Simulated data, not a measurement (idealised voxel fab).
process module | voxel gate over fins
cross-section cut | 155 nm wide | cells 5 nm
A cross-section is a grid of square cells, given in bands from the top down. A band is one or more rows of cells.
Each band's line starts with the height of the band's top and of its bottom, in nm. Then come its materials from left to right, each with its width in nm. One material with "throughout" fills the band from edge to edge. "air" is empty space.
Height 0 is the level under which the wafer as received is all one material. The lowest band goes on downwards, as in "0 down".
A width such as "30 to 40" changes by the same amount from each row of cells to the next, from the band's top row to its bottom row.
"no change" after a step means that no cell of the cross-section changed.
closed voids: empty space of 8 cells or more with no open way to the top, each as width x height at its distance from the left edge, in nm
after a step's settings: what the simulator itself notes on the step
overlay nm, on a step with a mask: how far to the right of its planned place the mask lay; to the left if negative
plan
1 op RECEIVE | material Si
2 op CONFORMAL_DEP | material SiN | thk nm 5
3 op PATTERN | tone cover | mask id FINS | material resist | width nm 15 | pitch nm 35 | thk nm 15 | overlay nm 0
4 op DIRECTIONAL_ETCH | etch materials SiN | depth nm 5
5 op DIRECTIONAL_ETCH | etch materials Si | depth nm 30
6 op STRIP | etch materials resist
7 op OXIDIZE | depth nm 5
8 op FILL_DEP | material SiO2 | thk nm 15
9 op CMP | height nm 5
10 op SELECTIVE_ETCH | etch materials SiO2 | depth nm 15
11 op STRIP | etch materials SiN
12 op CONFORMAL_DEP | material HfO2 | thk nm 5
13 op CONFORMAL_DEP | material TiN | thk nm 5
14 op FILL_DEP | material W | thk nm 10
15 op CMP | height nm 15
16 op CONFORMAL_DEP | material SiCN | thk nm 10
as received, after step 1
  0 down: Si throughout
  closed voids: none
first wafer at the end, as planned
  25 to 15: SiCN throughout
  15 to 10: W throughout
  10 to 5: W 45 | TiN 25 | W 10 | TiN 25 | W 50
  5 to 0: W 45 | TiN 5 | HfO2 15 | TiN 5 | W 10 | TiN 5 | HfO2 15 | TiN 5 | W 50
  0 to -5: TiN 50 | HfO2 5 | Si 5 | HfO2 5 | TiN 20 | HfO2 5 | Si 5 | HfO2 5 | TiN 55
  -5 to -10: HfO2 55 | Si 5 | HfO2 30 | Si 5 | HfO2 60
  -10 to -35: SiO2 55 | Si 5 | SiO2 30 | Si 5 | SiO2 60
  -35 down: Si throughout
  closed voids: none
second wafer at the end: like start, like plan, one mistake
  20 to 10: SiCN throughout
  10 to 5: W 45 | TiN 25 | W 10 | TiN 25 | W 50
  5 to 0: W 45 | TiN 5 | HfO2 15 | TiN 5 | W 10 | TiN 5 | HfO2 15 | TiN 5 | W 50
  0 to -5: TiN 50 | HfO2 5 | Si 5 | HfO2 5 | TiN 20 | HfO2 5 | Si 5 | HfO2 5 | TiN 55
  -5 to -10: HfO2 55 | Si 5 | HfO2 30 | Si 5 | HfO2 60
  -10 to -35: SiO2 55 | Si 5 | SiO2 30 | Si 5 | SiO2 60
  -35 down: Si throughout
  closed voids: none
what went wrong: step 15 ran as: op CMP | height nm 10
at the end the second wafer has, in cells: 31 fewer of W
